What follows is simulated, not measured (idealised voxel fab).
This section sets out a process module, namely voxel double patterning.
We display cut, a cross-section 255 nm in width whose square cells are each 5 nm.
Square cells in a grid make up a cross-section in this document, and the grid is given as bands, listed from the top down, each one or more rows of cells.
Top height, bottom height, nm. Materials left to right, width each, nm. Single material + "everywhere" = fills band edge to edge. "blank" = empty.
Height 0 is the level under which the wafer as received is all one material. The lowest band goes on downwards, as in "top 0, no bottom".
Width spec "30..40" -> top row of cells at first value, bottom row at second value, equal per-row change in between.
It should be understood that the words "changes: none", when stated for a given step, signify that the cross-section underwent no change in any of its cells during that step.
Entry "Sealed void list". Content: empty spaces with no open connection to the top, size 8 cells or greater. Each: width x height at distance. Distance: from left edge. Unit: nm.
On a step's line, text after the settings is the simulator commenting on that step.
"overlay nm", when on a step's line for a step with a mask, measures how far to the right of its planned place the mask lay; a negative measure means to the left.
The remainder of this document consists of a sequence of paired cross-sections. Each pair presents the cross-section prior to one process step together with the cross-section following it, the latter being rendered only as deep as the lowest band that underwent change. The intervening step, together with its settings, is stated beneath each pair. Because the pairs may originate from different runs of this module on the same starting wafer, a given pair is to be read as continuing from the preceding pair only where its entry headed "Status quo ante" so indicates.

STATUS QUO ANTE
  top 45, bottom 30  blank (70) / aC (15) / blank (35) / aC (15) / blank (35) / aC (15) / blank (70)
  top 30, bottom 25  blank (70) / SiCN (15) / blank (35) / SiCN (15) / blank (35) / SiCN (15) / blank (70)
  top 25, bottom 10  polySi everywhere
  top 10, bottom 0  SiO2 everywhere
  top 0, no bottom  Si everywhere
  Sealed void list: none

AFTER THE STEP
  top 30, bottom 25  blank (70) / SiCN (15) / blank (35) / SiCN (15) / blank (35) / SiCN (15) / blank (70)
  Under the height 25 nothing was changed.
  Sealed void list: none
Process step bridging the above cross-sections: STRIP (etch materials aC)

Status quo ante: after-step cross-section of the pair just above applies.

AFTER THE STEP
  top 30, bottom 25  blank (70) / SiCN (15) / blank (35) / SiCN (15) / blank (35) / SiCN (15) / blank (70)
  top 25, bottom 10  blank (70) / polySi (15) / blank (35) / polySi (15) / blank (35) / polySi (15) / blank (70)
  Under the height 10 nothing was changed.
  Sealed void list: none
Process step bridging the above cross-sections: DIRECTIONAL_ETCH (etch materials polySi; depth nm 15)

Status quo ante: after-step cross-section of the pair just above applies.

AFTER THE STEP
  top 25, bottom 10  blank (70) / polySi (15) / blank (35) / polySi (15) / blank (35) / polySi (15) / blank (70)
  Under the height 10 nothing was changed.
  Sealed void list: none
Process step bridging the above cross-sections: STRIP (etch materials SiCN)
